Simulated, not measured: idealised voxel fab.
The document below concerns the process module designated voxel air gaps.
For reference, the cross-section in this document is cut, with width 185 nm and square cells of 5 nm.
When this document writes out a cross-section, it uses a grid of square cells and lists it as bands, beginning at the top and moving down, with a band standing for one or more rows of cells.
What a band's entry tells you: where the top is and where the bottom is, as heights in nm, and after that what lies inside, material by material from left to right, each with its width in nm. Empty space is written as the word "air", and a single material marked with the word "throughout" occupies the band from edge to edge.
Note: height 0 marks the level under which the wafer is uniformly one material as received. Lowest band unbounded below, written "0 down".
The notation "30..40" denotes a width that varies across the rows of cells in the band, beginning at the first number in the top row, finishing at the second number in the bottom row, and changing by an identical amount from each row to the next.
"left unchanged" (step): cross-section cells unchanged, all of them.
In "Internal closed voids" the enclosed voids are listed, meaning empty spaces of 8 cells or larger without any opening to the top. The form is width x height at distance, distance from the left edge, units nm.
What comes after the settings on a step's line is commentary from the simulator itself on that step.
overlay nm: mask offset rightward from planned place, masked step; negative means leftward offset.
Steps in the process plan:
1 RECEIVE, material Si
2 CONFORMAL_DEP, material SiO2, thk nm 10
3 CONFORMAL_DEP, material SiCN, thk nm 5
4 DIRECTIONAL_DEP, material SiO2, thk nm 30
5 PATTERN, tone open, mask id LINES, material resist, width nm 15, pitch nm 50, thk nm 20, overlay nm 0
6 DIRECTIONAL_ETCH, etch materials SiO2, depth nm 30
7 STRIP, etch materials resist
8 CONFORMAL_DEP, material TiN, thk nm 5
9 FILL_DEP, material Cu, thk nm 5
10 CMP, height nm 45
11 EPI, material Ru, thk nm 10
12 SELECTIVE_ETCH, etch materials SiO2, depth nm 40
13 CONFORMAL_DEP, material SiCN, thk nm 5
Variable across wafers: step 5 width nm (plan value is that of the first wafer; starting state common to all).
First of several wafers, received after step 1, in cross-section:
> 0 down | Si throughout
> Internal closed voids: none
Wafer rows; end of module; cells per material since receipt: (+) gained, (-) lost; then closed voids:
width nm 15 | +15 Cu | +42 Ru | +146 SiCN | +74 SiO2 | +39 TiN | Internal closed voids: none
width nm 20 | +30 Cu | +48 Ru | +146 SiCN | +74 SiO2 | +42 TiN | Internal closed voids: 20 x 20 at 55; 20 x 20 at 105
width nm 25 | +45 Cu | +54 Ru | +138 SiCN | +74 SiO2 | +45 TiN | Internal closed voids: 15 x 20 at 60; 15 x 20 at 110
width nm 30 | +60 Cu | +60 Ru | +98 SiCN | +122 SiO2 | +48 TiN | Internal closed voids: none
width nm 35 | +75 Cu | +62 Ru | +98 SiCN | +110 SiO2 | +51 TiN | Internal closed voids: none
